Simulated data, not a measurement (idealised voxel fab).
The following process module bears the name voxel self aligned vias.
We display cut, a cross-section 295 nm in width whose square cells are each 5 nm.
Cross-section layout: square cells on a grid; listed as bands, top to bottom; a band spans one or more cell rows.
Each band's line starts with the height of the band's top and of its bottom, in nm. Then come its materials from left to right, each with its width in nm. One material with "edge to edge" fills the band from edge to edge. "blank" is empty space.
Heights are expressed relative to 0, this being the level below which the as-received wafer comprises one material exclusively. The lowest band is unbounded in the downward direction and is denoted as in "0 down".
The notation "30->40" denotes a width that varies across the rows of cells in the band, beginning at the first number in the top row, finishing at the second number in the bottom row, and changing by an identical amount from each row to the next.
Reading "everything unchanged" for a step: not a cell of the cross-section changed in it.
Empty spaces without an open route to the top, at least 8 cells in extent, make up the entry "Voids lacking openings"; each is given as width x height at distance, where the distance is measured from the left edge, and all are in nm.
Past the settings on a step's line: simulator remark, on that step.
The line of a step may include "overlay nm". On a step with a mask, this value is how far to the right of its planned place the mask lay. A negative value means the mask lay to the left.
[Steps planned for the process]
| 1 | op RECEIVE | material Si |
| 2 | op CONFORMAL_DEP | material SiO2 | thk nm 15 |
| 3 | op CONFORMAL_DEP | material SiCN | thk nm 5 |
| 4 | op DIRECTIONAL_DEP | material SiO2 | thk nm 20 |
| 5 | op PATTERN | tone open | mask id LINES | material resist | width nm 20 | pitch nm 60 | thk nm 15 | overlay nm 0 |
| 6 | op DIRECTIONAL_ETCH | etch materials SiO2 | depth nm 20 |
| 7 | op STRIP | etch materials resist |
| 8 | op CONFORMAL_DEP | material TiN | thk nm 5 |
| 9 | op FILL_DEP | material Ru | thk nm 5 |
| 10 | op CMP | height nm 40 |
| 11 | op SELECTIVE_ETCH | etch materials W Ru TiN | depth nm 5 |
| 12 | op FILL_DEP | material SiN | thk nm 5 |
| 13 | op CMP | height nm 40 |
| 14 | op DIRECTIONAL_DEP | material SiO2 | thk nm 20 |
| 15 | op PATTERN | tone open | mask id VIAS | material resist | width nm 30 | pitch nm 60 | thk nm 20 | overlay nm 0 |
| 16 | op DIRECTIONAL_ETCH | etch materials SiO2 | depth nm 20 |
| 17 | op DIRECTIONAL_ETCH | etch materials SiN | depth nm 5 |
| 18 | op STRIP | etch materials resist |
| 19 | op CONFORMAL_DEP | material TiN | thk nm 5 |
| 20 | op FILL_DEP | material Cu | thk nm 10 |
| 21 | op CMP | height nm 60 |
| 22 | op CONFORMAL_DEP | material SiN | thk nm 5 |
[Cross-section of the wafer upon arrival, representing the state reached after step 1]
    0 down: Si edge to edge
    Voids lacking openings: none
[Cross-section at module end, one run error; start and plan unchanged from above]
    65 to 60: SiN edge to edge
    60 to 45: SiO2 70; TiN 5; Cu 20; TiN 5; SiO2 30; TiN 5; Cu 20; TiN 5; SiO2 30; TiN 5; Cu 20; TiN 5; SiO2 75
    45 to 40: SiO2 70; TiN 10; Cu 10; TiN 10; SiO2 30; TiN 10; Cu 10; TiN 10; SiO2 30; TiN 10; Cu 10; TiN 10; SiO2 75
    40 to 35: SiO2 75; TiN 20; SiO2 40; TiN 20; SiO2 40; TiN 20; SiO2 80
    35 to 25: SiO2 75; SiN 5; Ru 10; SiN 5; SiO2 40; SiN 5; Ru 10; SiN 5; SiO2 40; SiN 5; Ru 10; SiN 5; SiO2 80
    25 to 20: SiO2 75; SiN 20; SiO2 40; SiN 20; SiO2 40; SiN 20; SiO2 80
    20 to 15: SiCN edge to edge
    15 to 0: SiO2 edge to edge
    0 down: Si edge to edge
    Voids lacking openings: none
Which mistake was made when the wafer was run? step 8 ran with different settings than intended, the actual operation and settings being op CONFORMAL_DEP | material SiN | thk nm 5
